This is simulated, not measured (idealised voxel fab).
voxel ribs on slabs: a process module
Pictured: cross-section cut, 290 nm wide, on a grid of 5 nm square cells.
In what follows, cross-sections appear as grids of square cells, described through bands that run from the top down, where every band is one or more rows of cells. Per band: top height and bottom height in nm, followed by the left-to-right materials and their widths in nm; "throughout" marks a single material spanning edge to edge, "air" marks empty space. Heads up on the height convention: 0 is the point under which the incoming wafer is all one material, and the lowest band has no bottom, it just keeps going down, like "top 0, no bottom". It should be noted that a width expressed as "30..40" varies in equal increments from row to row of cells within the band, taking the value of the first number at the top row and that of the second number at the bottom row. For the purposes of this document, the phrase "nothing got changed" attached to a step denotes that no cell within the cross-section was modified by that step. Basically, "Closed cavities" tells you about the enclosed voids: empty spaces with no open way to the top, 8 cells or bigger, each written width x height at distance, where distance is from the left edge, all in nm. Heads up: the bit after the settings on a step's line is the simulator's remark on that step. overlay nm: how far to the right of its planned place the mask lay on this masked step (negative: to the left).
## Intended process steps
1: RECEIVE with material Si
2: DIRECTIONAL_DEP with material SiO2, thk nm 25
3: DIRECTIONAL_DEP with material SiN, thk nm 20
4: PATTERN with tone cover, mask id RIB, material resist, width nm 30, thk nm 15, overlay nm 0
5: DIRECTIONAL_ETCH with etch materials SiN, depth nm 10
6: STRIP with etch materials resist
7: DIRECTIONAL_DEP with material aC, thk nm 15
8: PATTERN with tone cover, mask id SLAB, material resist, width nm 60, thk nm 30, overlay nm 0
9: DIRECTIONAL_ETCH with etch materials aC, depth nm 15
10: STRIP with etch materials resist
11: DIRECTIONAL_ETCH with etch materials SiN, depth nm 10
12: STRIP with etch materials aC
13: FILL_DEP with material SiO2, thk nm 25
14: CMP with height nm 65
15: DIRECTIONAL_DEP with material TiN, thk nm 5
16: PATTERN with tone cover, mask id HEATER, material resist, width nm 40, thk nm 15, overlay nm 0
17: DIRECTIONAL_ETCH with etch materials TiN, depth nm 5
18: STRIP with etch materials resist
19: CONFORMAL_DEP with material SiO2, thk nm 5
## Cross-section of the incoming wafer, state after step 1
* top 0, no bottom | Si throughout
* Closed cavities: none
## Module complete - cross-section of the first of two wafers, run according to plan
* top 75, bottom 70 | 120 air  50 SiO2  120 air
* top 70, bottom 65 | 125 SiO2  40 TiN  125 SiO2
* top 65, bottom 45 | SiO2 throughout
* top 45, bottom 35 | 130 SiO2  30 SiN  130 SiO2
* top 35, bottom 25 | 115 SiO2  60 SiN  115 SiO2
* top 25, bottom 0 | SiO2 throughout
* top 0, no bottom | Si throughout
* Closed cavities: none
## Second of two wafers, module complete, sectioned: it shares the first wafer's start and plan but was run with one mistake
* top 75, bottom 70 | 120 air  50 SiO2  120 air
* top 70, bottom 65 | 125 SiO2  40 TiN  125 SiO2
* top 65, bottom 20 | SiO2 throughout
* top 20, bottom 0 | SiN throughout
* top 0, no bottom | Si throughout
* Closed cavities: none
It is concluded that the wafer was processed incorrectly with respect to the plan, in that it was found that steps 2 and 3 of the process plan had been performed in exchanged positions
Final cells, second wafer relative to first, materials higher or lower: 196 more of SiN | 196 fewer of SiO2
